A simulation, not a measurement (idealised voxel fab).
This section sets out a process module, namely voxel capacitor over wiring.
The cross-section on display is named cut; it measures 240 nm wide, and its cells are 5 nm squares.
Format of a cross-section: grid, square cells. Given as bands. Order: top down. Band: one or more rows of cells.
A band entry consists of two parts. The first gives the height of the band's top and the height of its bottom, in nm. The rest lists the band's materials from left to right, each with its width in nm. A single material labelled with the word "edge to edge" fills the band from edge to edge, and the word "empty" marks empty space.
Beneath 0, the wafer as received is one material, and that level is where height counting begins. The lowest band goes on downward without a bottom; it is written like "0..down".
Width spec "30 to 40" -> top row of cells at first value, bottom row at second value, equal per-row change in between.
"no change" means the step left every cell of the cross-section as it was.
If an empty space has no open way to the top and is at least 8 cells in size, "Closed void entries" lists it, written width x height at distance, where distance is measured from the left edge and every value is in nm.
Formally, on a step line, whatever follows the settings is a remark that the simulator itself makes on the step.
On any step carrying a mask, the "overlay nm" setting, if present on the step's line, tells how far right of its planned place the mask lay; negative values point to the left.
Every pair from here on: before one process step, after it. The after cross-section reaches only to the lowest band that changed. Below the pair: the step in between and its settings. Pairs can belong to different runs of this module on the same starting wafer; a pair carries on from the pair above only if the entry headed "Ex-ante state" says so.

## Ex-ante state
  75..70: SiO2=75 / TiN=25 / SiO2=140
  70..65: SiO2=75 / Al2O3=25 / SiO2=140
  65..60: SiO2=70 / TiN=70 / SiO2=100
  60..55: SiO2=65 / Ru=35 / Al2O3=40 / SiO2=100
  55..50: SiO2=65 / Ru=35 / TiN=45 / SiO2=95
  50..40: lowk=75 / Ru=15 / lowk=150
  40..35: SiCN=75 / Ru=15 / SiCN=150
  35..20: SiO2=65 / TiN=5 / Ru=15 / TiN=5 / SiO2=60 / TiN=5 / Ru=15 / TiN=5 / SiO2=65
  20..15: SiCN=65 / TiN=25 / SiCN=60 / TiN=25 / SiCN=65
  15..0: SiO2 edge to edge
  0..down: Si edge to edge
  Closed void entries: none

## Post-Step Section View
  80..75: SiCN edge to edge
  Below a height of 75, the structure has not been altered.
  Closed void entries: none
Between the cross-sections above, the step performed was CONFORMAL_DEP,material SiCN,thk nm 5

## Ex-ante state
  0..down: Si edge to edge
  Closed void entries: none

## Post-Step Section View
  5..0: SiCN edge to edge
  Below a height of 0, the structure has not been altered.
  Closed void entries: none
Between the cross-sections above, the step performed was CONFORMAL_DEP,material SiCN,thk nm 5

Ex-ante state: nothing new to draw here, it's the after view of the pair just above.

## Post-Step Section View
  20..5: SiO2 edge to edge
  Below a height of 5, the structure has not been altered.
  Closed void entries: none
Between the cross-sections above, the step performed was CONFORMAL_DEP,material SiO2,thk nm 15

Ex-ante state: nothing new to draw here, it's the after view of the pair just above.

## Post-Step Section View
  35..5: SiO2 edge to edge
  Below a height of 5, the structure has not been altered.
  Closed void entries: none
Between the cross-sections above, the step performed was DIRECTIONAL_DEP,material SiO2,thk nm 15

Ex-ante state: nothing new to draw here, it's the after view of the pair just above.

## Post-Step Section View
  50..35: resist=65 / empty=25 / resist=60 / empty=25 / resist=65
  Below a height of 35, the structure has not been altered.
  Closed void entries: none
Between the cross-sections above, the step performed was PATTERN,tone open,mask id METAL_1,material resist,width nm 25,pitch nm 85,thk nm 15,overlay nm 0

Ex-ante state: nothing new to draw here, it's the after view of the pair just above.

## Post-Step Section View
  50..35: resist=65 / empty=25 / resist=60 / empty=25 / resist=65
  35..20: SiO2=65 / empty=25 / SiO2=60 / empty=25 / SiO2=65
  Below a height of 20, the structure has not been altered.
  Closed void entries: none
Between the cross-sections above, the step performed was DIRECTIONAL_ETCH,etch materials SiO2,depth nm 15

Ex-ante state: nothing new to draw here, it's the after view of the pair just above.

## Post-Step Section View
  35..20: SiO2=65 / empty=25 / SiO2=60 / empty=25 / SiO2=65
  Below a height of 20, the structure has not been altered.
  Closed void entries: none
Between the cross-sections above, the step performed was STRIP,etch materials resist

Ex-ante state: nothing new to draw here, it's the after view of the pair just above.

## Post-Step Section View
  40..35: TiN=70 / empty=15 / TiN=70 / empty=15 / TiN=70
  35..25: SiO2=65 / TiN=5 / empty=15 / TiN=5 / SiO2=60 / TiN=5 / empty=15 / TiN=5 / SiO2=65
  25..20: SiO2=65 / TiN=25 / SiO2=60 / TiN=25 / SiO2=65
  Below a height of 20, the structure has not been altered.
  Closed void entries: none
Between the cross-sections above, the step performed was CONFORMAL_DEP,material TiN,thk nm 5

Ex-ante state: nothing new to draw here, it's the after view of the pair just above.

## Post-Step Section View
  50..40: Ru edge to edge
  40..35: TiN=70 / Ru=15 / TiN=70 / Ru=15 / TiN=70
  35..25: SiO2=65 / TiN=5 / Ru=15 / TiN=5 / SiO2=60 / TiN=5 / Ru=15 / TiN=5 / SiO2=65
  Below a height of 25, the structure has not been altered.
  Closed void entries: none
Between the cross-sections above, the step performed was FILL_DEP,material Ru,thk nm 10

Ex-ante state: nothing new to draw here, it's the after view of the pair just above.

## Post-Step Section View
  35..25: SiO2=65 / TiN=5 / Ru=15 / TiN=5 / SiO2=60 / TiN=5 / Ru=15 / TiN=5 / SiO2=65
  Below a height of 25, the structure has not been altered.
  Closed void entries: none
Between the cross-sections above, the step performed was CMP,height nm 35

Ex-ante state: nothing new to draw here, it's the after view of the pair just above.

## Post-Step Section View
  40..35: SiCN edge to edge
  Below a height of 35, the structure has not been altered.
  Closed void entries: none
Between the cross-sections above, the step performed was CONFORMAL_DEP,material SiCN,thk nm 5

Ex-ante state: nothing new to draw here, it's the after view of the pair just above.

## Post-Step Section View
  50..40: lowk edge to edge
  Below a height of 40, the structure has not been altered.
  Closed void entries: none
Between the cross-sections above, the step performed was DIRECTIONAL_DEP,material lowk,thk nm 10

Ex-ante state: nothing new to draw here, it's the after view of the pair just above.

## Post-Step Section View
  70..50: resist=75 / empty=15 / resist=150
  Below a height of 50, the structure has not been altered.
  Closed void entries: none
Between the cross-sections above, the step performed was PATTERN,tone open,mask id PLUG_1,material resist,width nm 15,thk nm 20,overlay nm 0

Ex-ante state: nothing new to draw here, it's the after view of the pair just above.

## Post-Step Section View
  70..50: resist=75 / empty=15 / resist=150
  50..40: lowk=75 / empty=15 / lowk=150
  Below a height of 40, the structure has not been altered.
  Closed void entries: none
Between the cross-sections above, the step performed was DIRECTIONAL_ETCH,etch materials lowk,depth nm 10

Ex-ante state: nothing new to draw here, it's the after view of the pair just above.

## Post-Step Section View
  70..50: resist=75 / empty=15 / resist=150
  50..40: lowk=75 / empty=15 / lowk=150
  40..35: SiCN=75 / empty=15 / SiCN=150
  Below a height of 35, the structure has not been altered.
  Closed void entries: none
Between the cross-sections above, the step performed was DIRECTIONAL_ETCH,etch materials SiCN,depth nm 5

Ex-ante state: nothing new to draw here, it's the after view of the pair just above.

## Post-Step Section View
  50..40: lowk=75 / empty=15 / lowk=150
  Below a height of 40, the structure has not been altered.
  Closed void entries: none
Between the cross-sections above, the step performed was STRIP,etch materials resist

Ex-ante state: nothing new to draw here, it's the after view of the pair just above.

## Post-Step Section View
  50..45: lowk=75 / empty=15 / lowk=150
  45..40: lowk=75 / Ru=15 / lowk=150
  40..35: SiCN=75 / Ru=15 / SiCN=150
  Below a height of 35, the structure has not been altered.
  Closed void entries: none
Between the cross-sections above, the step performed was EPI,material Ru,thk nm 10

Ex-ante state: nothing new to draw here, it's the after view of the pair just above.

## Post-Step Section View
  50..40: lowk=75 / Ru=15 / lowk=150
  Below a height of 40, the structure has not been altered.
  Closed void entries: none
Between the cross-sections above, the step performed was EPI,material Ru,thk nm 5

Ex-ante state: nothing new to draw here, it's the after view of the pair just above.

## Post-Step Section View
  55..50: TiN edge to edge
  Below a height of 50, the structure has not been altered.
  Closed void entries: none
Between the cross-sections above, the step performed was DIRECTIONAL_DEP,material TiN,thk nm 5

Ex-ante state: nothing new to draw here, it's the after view of the pair just above.

## Post-Step Section View
  60..55: Al2O3 edge to edge
  Below a height of 55, the structure has not been altered.
  Closed void entries: none
Between the cross-sections above, the step performed was DIRECTIONAL_DEP,material Al2O3,thk nm 5

Ex-ante state: nothing new to draw here, it's the after view of the pair just above.

## Post-Step Section View
  65..60: TiN edge to edge
  Below a height of 60, the structure has not been altered.
  Closed void entries: none
Between the cross-sections above, the step performed was DIRECTIONAL_DEP,material TiN,thk nm 5

Ex-ante state: nothing new to draw here, it's the after view of the pair just above.

## Post-Step Section View
  80..65: aC edge to edge
  Below a height of 65, the structure has not been altered.
  Closed void entries: none
Between the cross-sections above, the step performed was DIRECTIONAL_DEP,material aC,thk nm 15

Ex-ante state: nothing new to draw here, it's the after view of the pair just above.

## Post-Step Section View
  110..80: empty=75 / resist=65 / empty=100
  Below a height of 80, the structure has not been altered.
  Closed void entries: none
Between the cross-sections above, the step performed was PATTERN,tone cover,mask id UPPER_PLATE,material resist,width nm 65,thk nm 30,overlay nm 0

Ex-ante state: nothing new to draw here, it's the after view of the pair just above.

## Post-Step Section View
  95..80: empty=75 / resist=65 / empty=100
  80..65: empty=75 / aC=65 / empty=100
  Below a height of 65, the structure has not been altered.
  Closed void entries: none
Between the cross-sections above, the step performed was DIRECTIONAL_ETCH,etch materials aC,depth nm 15

Ex-ante state: nothing new to draw here, it's the after view of the pair just above.

## Post-Step Section View
  80..65: empty=75 / aC=65 / empty=100
  Below a height of 65, the structure has not been altered.
  Closed void entries: none
Between the cross-sections above, the step performed was STRIP,etch materials resist

Ex-ante state: nothing new to draw here, it's the after view of the pair just above.

## Post-Step Section View
  80..65: empty=75 / aC=65 / empty=100
  65..60: empty=75 / TiN=65 / empty=100
  Below a height of 60, the structure has not been altered.
  Closed void entries: none
Between the cross-sections above, the step performed was DIRECTIONAL_ETCH,etch materials TiN,depth nm 5

Ex-ante state: nothing new to draw here, it's the after view of the pair just above.

## Post-Step Section View
  80..65: empty=75 / aC=65 / empty=100
  65..60: empty=75 / TiN=65 / empty=100
  60..55: empty=75 / Al2O3=65 / empty=100
  Below a height of 55, the structure has not been altered.
  Closed void entries: none
Between the cross-sections above, the step performed was DIRECTIONAL_ETCH,etch materials Al2O3,depth nm 5

Ex-ante state: nothing new to draw here, it's the after view of the pair just above.

## Post-Step Section View
  65..60: empty=75 / TiN=65 / empty=100
  Below a height of 60, the structure has not been altered.
  Closed void entries: none
Between the cross-sections above, the step performed was STRIP,etch materials aC

Ex-ante state: nothing new to draw here, it's the after view of the pair just above.

## Post-Step Section View
  85..65: empty=70 / resist=75 / empty=95
  65..60: empty=70 / resist=5 / TiN=65 / resist=5 / empty=95
  60..55: empty=70 / resist=5 / Al2O3=65 / resist=5 / empty=95
  Below a height of 55, the structure has not been altered.
  Closed void entries: none
Between the cross-sections above, the step performed was PATTERN,tone cover,mask id LOWER_PLATE,material resist,width nm 75,thk nm 20,overlay nm 0

Ex-ante state: nothing new to draw here, it's the after view of the pair just above.

## Post-Step Section View
  85..65: empty=70 / resist=75 / empty=95
  65..60: empty=70 / resist=5 / TiN=65 / resist=5 / empty=95
  60..55: empty=70 / resist=5 / Al2O3=65 / resist=5 / empty=95
  55..50: empty=70 / TiN=75 / empty=95
  Below a height of 50, the structure has not been altered.
  Closed void entries: none
Between the cross-sections above, the step performed was DIRECTIONAL_ETCH,etch materials TiN,depth nm 5

Ex-ante state: nothing new to draw here, it's the after view of the pair just above.

## Post-Step Section View
  65..60: empty=75 / TiN=65 / empty=100
  60..55: empty=75 / Al2O3=65 / empty=100
  Below a height of 55, the structure has not been altered.
  Closed void entries: none
Between the cross-sections above, the step performed was STRIP,etch materials resist

Ex-ante state: nothing new to draw here, it's the after view of the pair just above.

## Post-Step Section View
  80..65: SiO2 edge to edge
  65..60: SiO2=75 / TiN=65 / SiO2=100
  60..55: SiO2=75 / Al2O3=65 / SiO2=100
  55..50: SiO2=70 / TiN=75 / SiO2=95
  Below a height of 50, the structure has not been altered.
  Closed void entries: none
Between the cross-sections above, the step performed was FILL_DEP,material SiO2,thk nm 15

Ex-ante state: nothing new to draw here, it's the after view of the pair just above.

## Post-Step Section View
  75..65: SiO2 edge to edge
  Below a height of 65, the structure has not been altered.
  Closed void entries: none
Between the cross-sections above, the step performed was CMP,height nm 75

Ex-ante state: nothing new to draw here, it's the after view of the pair just above.

## Post-Step Section View
  90..75: aC edge to edge
  Below a height of 75, the structure has not been altered.
  Closed void entries: none
Between the cross-sections above, the step performed was DIRECTIONAL_DEP,material aC,thk nm 15

Ex-ante state: nothing new to draw here, it's the after view of the pair just above.

## Post-Step Section View
  125..90: resist=85 / empty=15 / resist=140
  Below a height of 90, the structure has not been altered.
  Closed void entries: none
Between the cross-sections above, the step performed was PATTERN,tone open,mask id PLUG_2,material resist,width nm 15,thk nm 35,overlay nm 0

Ex-ante state: nothing new to draw here, it's the after view of the pair just above.

## Post-Step Section View
  110..90: resist=85 / empty=15 / resist=140
  90..75: aC=85 / empty=15 / aC=140
  Below a height of 75, the structure has not been altered.
  Closed void entries: none
Between the cross-sections above, the step performed was DIRECTIONAL_ETCH,etch materials aC,depth nm 15

Ex-ante state: nothing new to draw here, it's the after view of the pair just above.

## Post-Step Section View
  90..75: aC=85 / empty=15 / aC=140
  Below a height of 75, the structure has not been altered.
  Closed void entries: none
Between the cross-sections above, the step performed was STRIP,etch materials resist

Ex-ante state: nothing new to draw here, it's the after view of the pair just above.

## Post-Step Section View
  90..75: aC=85 / empty=15 / aC=140
  75..65: SiO2=85 / empty=15 / SiO2=140
  Below a height of 65, the structure has not been altered.
  Closed void entries: none
Between the cross-sections above, the step performed was DIRECTIONAL_ETCH,etch materials SiO2,depth nm 10

Ex-ante state: nothing new to draw here, it's the after view of the pair just above.

## Post-Step Section View
  75..65: SiO2=85 / empty=15 / SiO2=140
  Below a height of 65, the structure has not been altered.
  Closed void entries: none
Between the cross-sections above, the step performed was STRIP,etch materials aC

Ex-ante state: nothing new to draw here, it's the after view of the pair just above.

## Post-Step Section View
  80..75: TiN=90 / empty=5 / TiN=145
  75..70: SiO2=85 / TiN=5 / empty=5 / TiN=5 / SiO2=140
  70..60: SiO2=85 to 75 / TiN=15 to 65 / SiO2=140 to 100
  Below a height of 60, the structure has not been altered.
  Closed void entries: none
Between the cross-sections above, the step performed was CONFORMAL_DEP,material TiN,thk nm 5

Ex-ante state: nothing new to draw here, it's the after view of the pair just above.

## Post-Step Section View
  85..80: W edge to edge
  80..75: TiN=90 / W=5 / TiN=145
  75..70: SiO2=85 / TiN=5 / W=5 / TiN=5 / SiO2=140
  Below a height of 70, the structure has not been altered.
  Closed void entries: none
Between the cross-sections above, the step performed was FILL_DEP,material W,thk nm 5

Ex-ante state: nothing new to draw here, it's the after view of the pair just above.

## Post-Step Section View
  75..70: SiO2=85 / TiN=5 / W=5 / TiN=5 / SiO2=140
  Below a height of 70, the structure has not been altered.
  Closed void entries: none
Between the cross-sections above, the step performed was CMP,height nm 75

Ex-ante state: nothing new to draw here, it's the after view of the pair just above.

## Post-Step Section View
  80..75: SiCN edge to edge
  Below a height of 75, the structure has not been altered.
  Closed void entries: none
Between the cross-sections above, the step performed was CONFORMAL_DEP,material SiCN,thk nm 5

## Ex-ante state
  50..40: Ru edge to edge
  40..35: TiN=70 / Ru=15 / TiN=70 / Ru=15 / TiN=70
  35..20: SiO2=65 / TiN=5 / Ru=15 / TiN=5 / SiO2=60 / TiN=5 / Ru=15 / TiN=5 / SiO2=65
  20..15: SiCN=65 / TiN=25 / SiCN=60 / TiN=25 / SiCN=65
  15..0: SiO2 edge to edge
  0..down: Si edge to edge
  Closed void entries: none

## Post-Step Section View
  40..35: TiN=70 / Ru=15 / TiN=70 / Ru=15 / TiN=70
  Below a height of 35, the structure has not been altered.
  Closed void entries: none
Between the cross-sections above, the step performed was CMP,height nm 40

Ex-ante state: nothing new to draw here, it's the after view of the pair just above.

## Post-Step Section View
  45..40: SiCN edge to edge
  Below a height of 40, the structure has not been altered.
  Closed void entries: none
Between the cross-sections above, the step performed was CONFORMAL_DEP,material SiCN,thk nm 5

Ex-ante state: nothing new to draw here, it's the after view of the pair just above.

## Post-Step Section View
  55..45: lowk edge to edge
  Below a height of 45, the structure has not been altered.
  Closed void entries: none
Between the cross-sections above, the step performed was DIRECTIONAL_DEP,material lowk,thk nm 10

Ex-ante state: nothing new to draw here, it's the after view of the pair just above.

## Post-Step Section View
  75..55: resist=75 / empty=15 / resist=150
  Below a height of 55, the structure has not been altered.
  Closed void entries: none
Between the cross-sections above, the step performed was PATTERN,tone open,mask id PLUG_1,material resist,width nm 15,thk nm 20,overlay nm 0

Ex-ante state: nothing new to draw here, it's the after view of the pair just above.

## Post-Step Section View
  75..55: resist=75 / empty=15 / resist=150
  55..45: lowk=75 / empty=15 / lowk=150
  Below a height of 45, the structure has not been altered.
  Closed void entries: none
Between the cross-sections above, the step performed was DIRECTIONAL_ETCH,etch materials lowk,depth nm 10

Ex-ante state: nothing new to draw here, it's the after view of the pair just above.

## Post-Step Section View
  75..55: resist=75 / empty=15 / resist=150
  55..45: lowk=75 / empty=15 / lowk=150
  45..40: SiCN=75 / empty=15 / SiCN=150
  Below a height of 40, the structure has not been altered.
  Closed void entries: none
Between the cross-sections above, the step performed was DIRECTIONAL_ETCH,etch materials SiCN,depth nm 5

Ex-ante state: nothing new to draw here, it's the after view of the pair just above.

## Post-Step Section View
  55..45: lowk=75 / empty=15 / lowk=150
  Below a height of 45, the structure has not been altered.
  Closed void entries: none
Between the cross-sections above, the step performed was STRIP,etch materials resist

Ex-ante state: nothing new to draw here, it's the after view of the pair just above.

## Post-Step Section View
  55..50: lowk=75 / empty=15 / lowk=150
  50..45: lowk=75 / Ru=15 / lowk=150
  45..40: SiCN=75 / Ru=15 / SiCN=150
  Below a height of 40, the structure has not been altered.
  Closed void entries: none
Between the cross-sections above, the step performed was EPI,material Ru,thk nm 10

Ex-ante state: nothing new to draw here, it's the after view of the pair just above.

## Post-Step Section View
  55..45: lowk=75 / Ru=15 / lowk=150
  Below a height of 45, the structure has not been altered.
  Closed void entries: none
Between the cross-sections above, the step performed was EPI,material Ru,thk nm 5

Ex-ante state: nothing new to draw here, it's the after view of the pair just above.

## Post-Step Section View
  60..55: TiN edge to edge
  Below a height of 55, the structure has not been altered.
  Closed void entries: none
Between the cross-sections above, the step performed was DIRECTIONAL_DEP,material TiN,thk nm 5

Ex-ante state: nothing new to draw here, it's the after view of the pair just above.

## Post-Step Section View
  65..60: Al2O3 edge to edge
  Below a height of 60, the structure has not been altered.
  Closed void entries: none
Between the cross-sections above, the step performed was DIRECTIONAL_DEP,material Al2O3,thk nm 5

Ex-ante state: nothing new to draw here, it's the after view of the pair just above.

## Post-Step Section View
  70..65: TiN edge to edge
  Below a height of 65, the structure has not been altered.
  Closed void entries: none
Between the cross-sections above, the step performed was DIRECTIONAL_DEP,material TiN,thk nm 5

Ex-ante state: nothing new to draw here, it's the after view of the pair just above.

## Post-Step Section View
  85..70: aC edge to edge
  Below a height of 70, the structure has not been altered.
  Closed void entries: none
Between the cross-sections above, the step performed was DIRECTIONAL_DEP,material aC,thk nm 15

Ex-ante state: nothing new to draw here, it's the after view of the pair just above.

## Post-Step Section View
  115..85: empty=75 / resist=65 / empty=100
  Below a height of 85, the structure has not been altered.
  Closed void entries: none
Between the cross-sections above, the step performed was PATTERN,tone cover,mask id UPPER_PLATE,material resist,width nm 65,thk nm 30,overlay nm 0

Ex-ante state: nothing new to draw here, it's the after view of the pair just above.

## Post-Step Section View
  100..85: empty=75 / resist=65 / empty=100
  85..70: empty=75 / aC=65 / empty=100
  Below a height of 70, the structure has not been altered.
  Closed void entries: none
Between the cross-sections above, the step performed was DIRECTIONAL_ETCH,etch materials aC,depth nm 15

Ex-ante state: nothing new to draw here, it's the after view of the pair just above.

## Post-Step Section View
  85..70: empty=75 / aC=65 / empty=100
  Below a height of 70, the structure has not been altered.
  Closed void entries: none
Between the cross-sections above, the step performed was STRIP,etch materials resist

Ex-ante state: nothing new to draw here, it's the after view of the pair just above.

## Post-Step Section View
  85..70: empty=75 / aC=65 / empty=100
  70..65: empty=75 / TiN=65 / empty=100
  Below a height of 65, the structure has not been altered.
  Closed void entries: none
Between the cross-sections above, the step performed was DIRECTIONAL_ETCH,etch materials TiN,depth nm 5

Ex-ante state: nothing new to draw here, it's the after view of the pair just above.

## Post-Step Section View
  85..70: empty=75 / aC=65 / empty=100
  70..65: empty=75 / TiN=65 / empty=100
  65..60: empty=75 / Al2O3=65 / empty=100
  Below a height of 60, the structure has not been altered.
  Closed void entries: none
Between the cross-sections above, the step performed was DIRECTIONAL_ETCH,etch materials Al2O3,depth nm 5

Ex-ante state: nothing new to draw here, it's the after view of the pair just above.

## Post-Step Section View
  70..65: empty=75 / TiN=65 / empty=100
  Below a height of 65, the structure has not been altered.
  Closed void entries: none
Between the cross-sections above, the step performed was STRIP,etch materials aC

Ex-ante state: nothing new to draw here, it's the after view of the pair just above.

## Post-Step Section View
  90..70: empty=70 / resist=75 / empty=95
  70..65: empty=70 / resist=5 / TiN=65 / resist=5 / empty=95
  65..60: empty=70 / resist=5 / Al2O3=65 / resist=5 / empty=95
  Below a height of 60, the structure has not been altered.
  Closed void entries: none
Between the cross-sections above, the step performed was PATTERN,tone cover,mask id LOWER_PLATE,material resist,width nm 75,thk nm 20,overlay nm 0

Ex-ante state: nothing new to draw here, it's the after view of the pair just above.

## Post-Step Section View
  90..70: empty=70 / resist=75 / empty=95
  70..65: empty=70 / resist=5 / TiN=65 / resist=5 / empty=95
  65..60: empty=70 / resist=5 / Al2O3=65 / resist=5 / empty=95
  60..55: empty=70 / TiN=75 / empty=95
  Below a height of 55, the structure has not been altered.
  Closed void entries: none
Between the cross-sections above, the step performed was DIRECTIONAL_ETCH,etch materials TiN,depth nm 5

Ex-ante state: nothing new to draw here, it's the after view of the pair just above.

## Post-Step Section View
  70..65: empty=75 / TiN=65 / empty=100
  65..60: empty=75 / Al2O3=65 / empty=100
  Below a height of 60, the structure has not been altered.
  Closed void entries: none
Between the cross-sections above, the step performed was STRIP,etch materials resist

Ex-ante state: nothing new to draw here, it's the after view of the pair just above.

## Post-Step Section View
  85..70: SiO2 edge to edge
  70..65: SiO2=75 / TiN=65 / SiO2=100
  65..60: SiO2=75 / Al2O3=65 / SiO2=100
  60..55: SiO2=70 / TiN=75 / SiO2=95
  Below a height of 55, the structure has not been altered.
  Closed void entries: none
Between the cross-sections above, the step performed was FILL_DEP,material SiO2,thk nm 15

Ex-ante state: nothing new to draw here, it's the after view of the pair just above.

## Post-Step Section View
  75..70: SiO2 edge to edge
  Below a height of 70, the structure has not been altered.
  Closed void entries: none
Between the cross-sections above, the step performed was CMP,height nm 75

Ex-ante state: nothing new to draw here, it's the after view of the pair just above.

## Post-Step Section View
  90..75: aC edge to edge
  Below a height of 75, the structure has not been altered.
  Closed void entries: none
Between the cross-sections above, the step performed was DIRECTIONAL_DEP,material aC,thk nm 15

Ex-ante state: nothing new to draw here, it's the after view of the pair just above.

## Post-Step Section View
  125..90: resist=85 / empty=15 / resist=140
  Below a height of 90, the structure has not been altered.
  Closed void entries: none
Between the cross-sections above, the step performed was PATTERN,tone open,mask id PLUG_2,material resist,width nm 15,thk nm 35,overlay nm 0

Ex-ante state: nothing new to draw here, it's the after view of the pair just above.

## Post-Step Section View
  110..90: resist=85 / empty=15 / resist=140
  90..75: aC=85 / empty=15 / aC=140
  Below a height of 75, the structure has not been altered.
  Closed void entries: none
Between the cross-sections above, the step performed was DIRECTIONAL_ETCH,etch materials aC,depth nm 15

Ex-ante state: nothing new to draw here, it's the after view of the pair just above.

## Post-Step Section View
  90..75: aC=85 / empty=15 / aC=140
  Below a height of 75, the structure has not been altered.
  Closed void entries: none
Between the cross-sections above, the step performed was STRIP,etch materials resist

Ex-ante state: nothing new to draw here, it's the after view of the pair just above.

## Post-Step Section View
  90..75: aC=85 / empty=15 / aC=140
  75..70: SiO2=85 / empty=15 / SiO2=140
  Below a height of 70, the structure has not been altered.
  Closed void entries: none
Between the cross-sections above, the step performed was DIRECTIONAL_ETCH,etch materials SiO2,depth nm 10

Ex-ante state: nothing new to draw here, it's the after view of the pair just above.

## Post-Step Section View
  75..70: SiO2=85 / empty=15 / SiO2=140
  Below a height of 70, the structure has not been altered.
  Closed void entries: none
Between the cross-sections above, the step performed was STRIP,etch materials aC

Ex-ante state: nothing new to draw here, it's the after view of the pair just above.

## Post-Step Section View
  80..75: TiN=90 / empty=5 / TiN=145
  75..65: SiO2=85 to 75 / TiN=15 to 65 / SiO2=140 to 100
  Below a height of 65, the structure has not been altered.
  Closed void entries: none
Between the cross-sections above, the step performed was CONFORMAL_DEP,material TiN,thk nm 5

Ex-ante state: nothing new to draw here, it's the after view of the pair just above.

## Post-Step Section View
  85..80: W edge to edge
  80..75: TiN=90 / W=5 / TiN=145
  Below a height of 75, the structure has not been altered.
  Closed void entries: none
Between the cross-sections above, the step performed was FILL_DEP,material W,thk nm 5

Ex-ante state: nothing new to draw here, it's the after view of the pair just above.

## Post-Step Section View
  75..65: SiO2=85 to 75 / TiN=15 to 65 / SiO2=140 to 100
  Below a height of 65, the structure has not been altered.
  Closed void entries: none
Between the cross-sections above, the step performed was CMP,height nm 75

Ex-ante state: nothing new to draw here, it's the after view of the pair just above.

## Post-Step Section View
  80..75: SiCN edge to edge
  Below a height of 75, the structure has not been altered.
  Closed void entries: none
Between the cross-sections above, the step performed was CONFORMAL_DEP,material SiCN,thk nm 5

## Ex-ante state
  35..20: SiO2 edge to edge
  20..15: SiCN edge to edge
  15..0: SiO2 edge to edge
  0..down: Si edge to edge
  Closed void entries: none

## Post-Step Section View
  50..35: resist=60 / empty=35 / resist=50 / empty=35 / resist=60
  Below a height of 35, the structure has not been altered.
  Closed void entries: none
Between the cross-sections above, the step performed was PATTERN,tone open,mask id METAL_1,material resist,width nm 35,pitch nm 85,thk nm 15,overlay nm 0

Ex-ante state: nothing new to draw here, it's the after view of the pair just above.

## Post-Step Section View
  50..35: resist=60 / empty=35 / resist=50 / empty=35 / resist=60
  35..20: SiO2=60 / empty=35 / SiO2=50 / empty=35 / SiO2=60
  Below a height of 20, the structure has not been altered.
  Closed void entries: none
Between the cross-sections above, the step performed was DIRECTIONAL_ETCH,etch materials SiO2,depth nm 15

Ex-ante state: nothing new to draw here, it's the after view of the pair just above.

## Post-Step Section View
  50..35: resist=60 / empty=35 / resist=50 / empty=35 / resist=60
  35..20: SiO2=60 / empty=35 / SiO2=50 / empty=35 / SiO2=60
  20..15: SiCN=60 / empty=35 / SiCN=50 / empty=35 / SiCN=60
  Below a height of 15, the structure has not been altered.
  Closed void entries: none
Between the cross-sections above, the step performed was DIRECTIONAL_ETCH,etch materials SiCN,depth nm 5

Ex-ante state: nothing new to draw here, it's the after view of the pair just above.

## Post-Step Section View
  35..20: SiO2=60 / empty=35 / SiO2=50 / empty=35 / SiO2=60
  Below a height of 20, the structure has not been altered.
  Closed void entries: none
Between the cross-sections above, the step performed was STRIP,etch materials resist

Ex-ante state: nothing new to draw here, it's the after view of the pair just above.

## Post-Step Section View
  40..35: TiN=65 / empty=25 / TiN=60 / empty=25 / TiN=65
  35..20: SiO2=60 / TiN=5 / empty=25 / TiN=5 / SiO2=50 / TiN=5 / empty=25 / TiN=5 / SiO2=60
  20..15: SiCN=60 / TiN=35 / SiCN=50 / TiN=35 / SiCN=60
  Below a height of 15, the structure has not been altered.
  Closed void entries: none
Between the cross-sections above, the step performed was CONFORMAL_DEP,material TiN,thk nm 5

Ex-ante state: nothing new to draw here, it's the after view of the pair just above.

## Post-Step Section View
  50..40: Ru edge to edge
  40..35: TiN=65 / Ru=25 / TiN=60 / Ru=25 / TiN=65
  35..20: SiO2=60 / TiN=5 / Ru=25 / TiN=5 / SiO2=50 / TiN=5 / Ru=25 / TiN=5 / SiO2=60
  Below a height of 20, the structure has not been altered.
  Closed void entries: none
Between the cross-sections above, the step performed was FILL_DEP,material Ru,thk nm 10

Ex-ante state: nothing new to draw here, it's the after view of the pair just above.

## Post-Step Section View
  35..20: SiO2=60 / TiN=5 / Ru=25 / TiN=5 / SiO2=50 / TiN=5 / Ru=25 / TiN=5 / SiO2=60
  Below a height of 20, the structure has not been altered.
  Closed void entries: none
Between the cross-sections above, the step performed was CMP,height nm 35

Ex-ante state: nothing new to draw here, it's the after view of the pair just above.

## Post-Step Section View
  40..35: SiCN edge to edge
  Below a height of 35, the structure has not been altered.
  Closed void entries: none
Between the cross-sections above, the step performed was CONFORMAL_DEP,material SiCN,thk nm 5

Ex-ante state: nothing new to draw here, it's the after view of the pair just above.

## Post-Step Section View
  50..40: lowk edge to edge
  Below a height of 40, the structure has not been altered.
  Closed void entries: none
Between the cross-sections above, the step performed was DIRECTIONAL_DEP,material lowk,thk nm 10

Ex-ante state: nothing new to draw here, it's the after view of the pair just above.

## Post-Step Section View
  70..50: resist=75 / empty=15 / resist=150
  Below a height of 50, the structure has not been altered.
  Closed void entries: none
Between the cross-sections above, the step performed was PATTERN,tone open,mask id PLUG_1,material resist,width nm 15,thk nm 20,overlay nm 0

Ex-ante state: nothing new to draw here, it's the after view of the pair just above.

## Post-Step Section View
  70..50: resist=75 / empty=15 / resist=150
  50..40: lowk=75 / empty=15 / lowk=150
  Below a height of 40, the structure has not been altered.
  Closed void entries: none
Between the cross-sections above, the step performed was DIRECTIONAL_ETCH,etch materials lowk,depth nm 10

Ex-ante state: nothing new to draw here, it's the after view of the pair just above.

## Post-Step Section View
  70..50: resist=75 / empty=15 / resist=150
  50..40: lowk=75 / empty=15 / lowk=150
  40..35: SiCN=75 / empty=15 / SiCN=150
  Below a height of 35, the structure has not been altered.
  Closed void entries: none
Between the cross-sections above, the step performed was DIRECTIONAL_ETCH,etch materials SiCN,depth nm 5

Ex-ante state: nothing new to draw here, it's the after view of the pair just above.

## Post-Step Section View
  50..40: lowk=75 / empty=15 / lowk=150
  Below a height of 40, the structure has not been altered.
  Closed void entries: none
Between the cross-sections above, the step performed was STRIP,etch materials resist

Ex-ante state: nothing new to draw here, it's the after view of the pair just above.

## Post-Step Section View
  50..45: lowk=75 / empty=15 / lowk=150
  45..40: lowk=75 / Ru=15 / lowk=150
  40..35: SiCN=75 / Ru=15 / SiCN=150
  Below a height of 35, the structure has not been altered.
  Closed void entries: none
Between the cross-sections above, the step performed was EPI,material Ru,thk nm 10
